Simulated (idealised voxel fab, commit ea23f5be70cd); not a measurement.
Herein follows the process module entitled voxel plated lines.
We display cut, a cross-section 285 nm in width whose square cells are each 5 nm.
Cross-section spec: square-cell grid; bands listed top down; each band is one or more rows. Top, bottom (nm), then materials left to right with widths (nm); lone material tagged "all across" fills the whole band edge to edge; "blank" = empty space. Convention: height 0 is the level below which the wafer, as received, is all one material. The lowest band does not terminate at the bottom but continues downward, represented as "0 -> down". When a width is written as two numbers, as in "30 to 40", the first number is the width in the top row of cells of the band and the second is the width in its bottom row, and the width changes by the same amount from each row to the next. Step note "nothing altered" = no cross-section cell changed. Under "Enclosed internal voids" you'll find the enclosed gaps, the ones with no way out to the top, that are 8 cells or bigger; each reads width x height at distance, with distance counted from the left edge, everything in nm. Note: text after step settings on the step line = simulator remark on that step. overlay nm: step with mask; distance mask lay right of planned place; negative value = left of planned place.
STEPS IN THE PROCESS PLAN
1: RECEIVE (material Si)
2: CONFORMAL_DEP (material Al2O3; thk nm 5)
3: DIRECTIONAL_DEP (material TiN; thk nm 5)
4: PATTERN (tone open; mask id LINES; material resist; width nm 25; pitch nm 55; thk nm 25; overlay nm 0)
5: EPI (material Ru; thk nm 10)
6: EPI (material Ru; thk nm 10)
7: STRIP (etch materials resist)
8: DIRECTIONAL_ETCH (etch materials TiN; depth nm 5)
9: CONFORMAL_DEP (material SiCN; thk nm 10)
FIRST OF THE TWO WAFERS, RUN PER PLAN
DELIVERED WAFER IN CROSS-SECTION: STATE AFTER STEP 1
  0 -> down: Si all across
  Enclosed internal voids: none
STEP 2 COMPLETE: CROSS-SECTION THROUGH THE WAFER
  5 -> 0: Al2O3 all across
  Below a height of 0, the structure has not been altered.
STEP 3 COMPLETE: CROSS-SECTION THROUGH THE WAFER
  10 -> 5: TiN all across
  Below a height of 5, the structure has not been altered.
STEP 4 COMPLETE: CROSS-SECTION THROUGH THE WAFER
  35 -> 10: 100 nm resist  25 nm blank  30 nm resist  25 nm blank  105 nm resist
  Below a height of 10, the structure has not been altered.
STEP 5 COMPLETE: CROSS-SECTION THROUGH THE WAFER
  35 -> 20: 100 nm resist  25 nm blank  30 nm resist  25 nm blank  105 nm resist
  20 -> 10: 100 nm resist  25 nm Ru  30 nm resist  25 nm Ru  105 nm resist
  Below a height of 10, the structure has not been altered.
STEP 6 COMPLETE: CROSS-SECTION THROUGH THE WAFER
  35 -> 30: 100 nm resist  25 nm blank  30 nm resist  25 nm blank  105 nm resist
  30 -> 10: 100 nm resist  25 nm Ru  30 nm resist  25 nm Ru  105 nm resist
  Below a height of 10, the structure has not been altered.
STEP 7 COMPLETE: CROSS-SECTION THROUGH THE WAFER
  30 -> 10: 100 nm blank  25 nm Ru  30 nm blank  25 nm Ru  105 nm blank
  Below a height of 10, the structure has not been altered.
STEP 8 COMPLETE: CROSS-SECTION THROUGH THE WAFER
  30 -> 10: 100 nm blank  25 nm Ru  30 nm blank  25 nm Ru  105 nm blank
  10 -> 5: 100 nm blank  25 nm TiN  30 nm blank  25 nm TiN  105 nm blank
  Below a height of 5, the structure has not been altered.
STEP 9 COMPLETE: CROSS-SECTION THROUGH THE WAFER
  40 -> 30: 90 nm blank  45 nm SiCN  10 nm blank  45 nm SiCN  95 nm blank
  30 -> 15: 90 nm blank  10 nm SiCN  25 nm Ru  10 nm SiCN  10 nm blank  10 nm SiCN  25 nm Ru  10 nm SiCN  95 nm blank
  15 -> 10: 100 nm SiCN  25 nm Ru  30 nm SiCN  25 nm Ru  105 nm SiCN
  10 -> 5: 100 nm SiCN  25 nm TiN  30 nm SiCN  25 nm TiN  105 nm SiCN
  Below a height of 5, the structure has not been altered.
FOR THE SECOND WAFER, TAKE THE FIRST WAFER'S START AND PLAN, THEN ADD ONE MISTAKE MADE IN RUNNING IT; EVERYTHING THROUGH STEP 8, THAT STEP INCLUDED, IS SHARED WITH THE FIRST
Second wafer at the planned finish of step 9, seen in cross-section: nothing altered
The plan and the run diverged here: step 9 from the plan never happened, it was just skipped
Cell-count delta at end, second wafer over first, by material: SiCN -154
